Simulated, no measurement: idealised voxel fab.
The document below concerns the process module designated voxel self aligned vias.
Shown is cross-section cut, with a width of 190 nm and square cells of size 5 nm.
Reading order for cross-sections: top band down to bottom band. Underlying form: a grid of square cells. Band size: one or more rows of cells. This entry defines a band. It first specifies the height of the band's top and the height of its bottom in nm, and then specifies the band's materials from left to right, stating each material with its width in nm. The word "everywhere" identifies a single material that fills the band from edge to edge, while the word "blank" identifies empty space. We count height from 0. Below that, the starting wafer is all one material. The lowest band never ends at the bottom but goes on down; see "from 0 down" for how that is written. The two numbers in a width such as "30..40" mark its ends across the band: the first belongs to the top row of cells, the second to the bottom row, and from each row to the next the width moves by the same amount. For the purposes of this document, the phrase "no alteration" attached to a step denotes that no cell within the cross-section was modified by that step. Under "Closed cavities" you'll find the enclosed gaps, the ones with no way out to the top, that are 8 cells or bigger; each reads width x height at distance, with distance counted from the left edge, everything in nm. Post-settings text on a step line: simulator's own remark regarding the step. The optional step-line setting "overlay nm" applies to steps with a mask and quantifies how far to the right of its planned location the mask lay, a negative value indicating leftward placement.

**Steps planned for the process**
1: op RECEIVE | material Si
2: op CONFORMAL_DEP | material SiO2 | thk nm 15
3: op CONFORMAL_DEP | material SiCN | thk nm 5
4: op DIRECTIONAL_DEP | material lowk | thk nm 25
5: op PATTERN | tone open | mask id LINES | material resist | width nm 30 | pitch nm 60 | thk nm 20 | overlay nm 0
6: op DIRECTIONAL_ETCH | etch materials lowk | depth nm 25
7: op STRIP | etch materials resist
8: op CONFORMAL_DEP | material TiN | thk nm 5
9: op FILL_DEP | material Ru | thk nm 10
10: op CMP | height nm 45
11: op SELECTIVE_ETCH | etch materials W Ru TiN | depth nm 10
12: op FILL_DEP | material SiN | thk nm 5
13: op CMP | height nm 45
14: op DIRECTIONAL_DEP | material lowk | thk nm 20
15: op PATTERN | tone open | mask id VIAS | material resist | width nm 40 | pitch nm 60 | thk nm 20 | overlay nm 0
16: op DIRECTIONAL_ETCH | etch materials lowk | depth nm 20
17: op DIRECTIONAL_ETCH | etch materials SiN | depth nm 10
18: op STRIP | etch materials resist
19: op CONFORMAL_DEP | material TiN | thk nm 5
20: op FILL_DEP | material Cu | thk nm 10
21: op CMP | height nm 65
22: op CONFORMAL_DEP | material SiN | thk nm 5

**As received (post step 1): cross-section**
  from 0 down | Si everywhere
  Closed cavities: none

**Module complete - cross-section of the first of two wafers, run according to plan**
  from 70 to 65 | SiN everywhere
  from 65 to 50 | lowk=15 / TiN=5 / Cu=30 / TiN=5 / lowk=20 / TiN=5 / Cu=30 / TiN=5 / lowk=20 / TiN=5 / Cu=30 / TiN=5 / lowk=15
  from 50 to 40 | lowk=15..20 / TiN=10..5 / Cu=20 / TiN=10..5 / lowk=20..30 / TiN=10..5 / Cu=20 / TiN=10..5 / lowk=20..30 / TiN=10..5 / Cu=20 / TiN=10..5 / lowk=15..20
  from 40 to 35 | lowk=20 / TiN=30 / lowk=30 / TiN=30 / lowk=30 / TiN=30 / lowk=20
  from 35 to 25 | lowk=20 / TiN=5 / Ru=20 / TiN=5 / lowk=30 / TiN=5 / Ru=20 / TiN=5 / lowk=30 / TiN=5 / Ru=20 / TiN=5 / lowk=20
  from 25 to 20 | lowk=20 / TiN=30 / lowk=30 / TiN=30 / lowk=30 / TiN=30 / lowk=20
  from 20 to 15 | SiCN everywhere
  from 15 to 0 | SiO2 everywhere
  from 0 down | Si everywhere
  Closed cavities: none

**Cross-sectional image of the second wafer of the two following completion of the module. Starting state and process plan were the same as for the first wafer; one execution error occurred**
  from 85 to 80 | SiN everywhere
  from 80 to 70 | Cu everywhere
  from 70 to 65 | TiN=20 / Cu=30 / TiN=30 / Cu=30 / TiN=30 / Cu=30 / TiN=20
  from 65 to 50 | lowk=15 / TiN=5 / Cu=30 / TiN=5 / lowk=20 / TiN=5 / Cu=30 / TiN=5 / lowk=20 / TiN=5 / Cu=30 / TiN=5 / lowk=15
  from 50 to 40 | lowk=15..20 / TiN=10..5 / Cu=20 / TiN=10..5 / lowk=20..30 / TiN=10..5 / Cu=20 / TiN=10..5 / lowk=20..30 / TiN=10..5 / Cu=20 / TiN=10..5 / lowk=15..20
  from 40 to 35 | lowk=20 / TiN=30 / lowk=30 / TiN=30 / lowk=30 / TiN=30 / lowk=20
  from 35 to 25 | lowk=20 / TiN=5 / Ru=20 / TiN=5 / lowk=30 / TiN=5 / Ru=20 / TiN=5 / lowk=30 / TiN=5 / Ru=20 / TiN=5 / lowk=20
  from 25 to 20 | lowk=20 / TiN=30 / lowk=30 / TiN=30 / lowk=30 / TiN=30 / lowk=20
  from 20 to 15 | SiCN everywhere
  from 15 to 0 | SiO2 everywhere
  from 0 down | Si everywhere
  Closed cavities: none
Here's what went sideways: no execution of plan step 21; skipped
Count the cells at the end and the second wafer has more or fewer of some materials than the first: 94 more of Cu | 20 more of TiN
